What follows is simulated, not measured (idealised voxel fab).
voxel gate over fins: a process module
cross-section cut | 260 nm wide | cells 5 nm
In this document a cross-section is written as a grid of square cells. It is given as a series of bands, listed from the top down, and a band is one or more rows of cells. It is stipulated that each band's entry specify, in nanometres, the height of the top of the band and then that of its bottom, followed by the materials of the band in left-to-right sequence, each together with its width in nanometres. A single material marked by the word "all across" is understood to fill the band from edge to edge; the word "air" is understood to denote empty space. A quick word on heights: they are counted from 0, and under that level the wafer as it came to us is one material throughout. The lowest band is different from the rest in having no bottom; it simply continues downward, written as in "0..down". Read "30 to 40" as a graded width: first number on top, second number at the bottom, same change between each pair of neighbouring rows. "all unchanged" for a step: no cell of the cross-section changed in that step. Closed cavity list: empty space of 8 cells or more with no open way to the top, each as width x height at its distance from the left edge, in nm. Read whatever lies past the settings on a step's line as the simulator's own remark about the step. The setting "overlay nm" may be written on the line of a step. When the step uses a mask, the value reports how far to the right of the planned place the mask lay, and a negative value reports that it lay to the left.

Process steps - plan:
1 RECEIVE | material Si
2 CONFORMAL_DEP | material SiN | thk nm 10
3 DIRECTIONAL_DEP | material aC | thk nm 10
4 PATTERN | tone cover | mask id FINS | material resist | width nm 15 | pitch nm 40 | thk nm 30 | overlay nm 0
5 DIRECTIONAL_ETCH | etch materials aC | depth nm 10
6 STRIP | etch materials resist
7 DIRECTIONAL_ETCH | etch materials SiN | depth nm 10
8 DIRECTIONAL_ETCH | etch materials Si | depth nm 30
9 STRIP | etch materials aC
10 FILL_DEP | material SiO2 | thk nm 5
11 CMP | height nm 10
12 SELECTIVE_ETCH | etch materials SiO2 | depth nm 25
13 STRIP | etch materials SiN
14 CONFORMAL_DEP | material HfO2 | thk nm 5
15 CONFORMAL_DEP | material TiN | thk nm 5
16 CONFORMAL_DEP | material TiAl | thk nm 5
17 CONFORMAL_DEP | material TiN | thk nm 5
18 FILL_DEP | material W | thk nm 10
19 CMP | height nm 25
20 CONFORMAL_DEP | material SiCN | thk nm 10

As-received state of the wafer in cross-section, equivalent to post-step 1:
* 0..down | Si all across
* Closed cavity list: none

Module complete, cross-section. Starting point and plan per above. One mistake made in running the module:
* 35..25 | SiCN all across
* 25..20 | TiAl all across
* 20..15 | TiN all across
* 15..0 | HfO2 all across
* 0..down | Si all across
* Closed cavity list: none
Run error: step 2 went in with a setting other than planned; the actual run was CONFORMAL_DEP | material HfO2 | thk nm 10
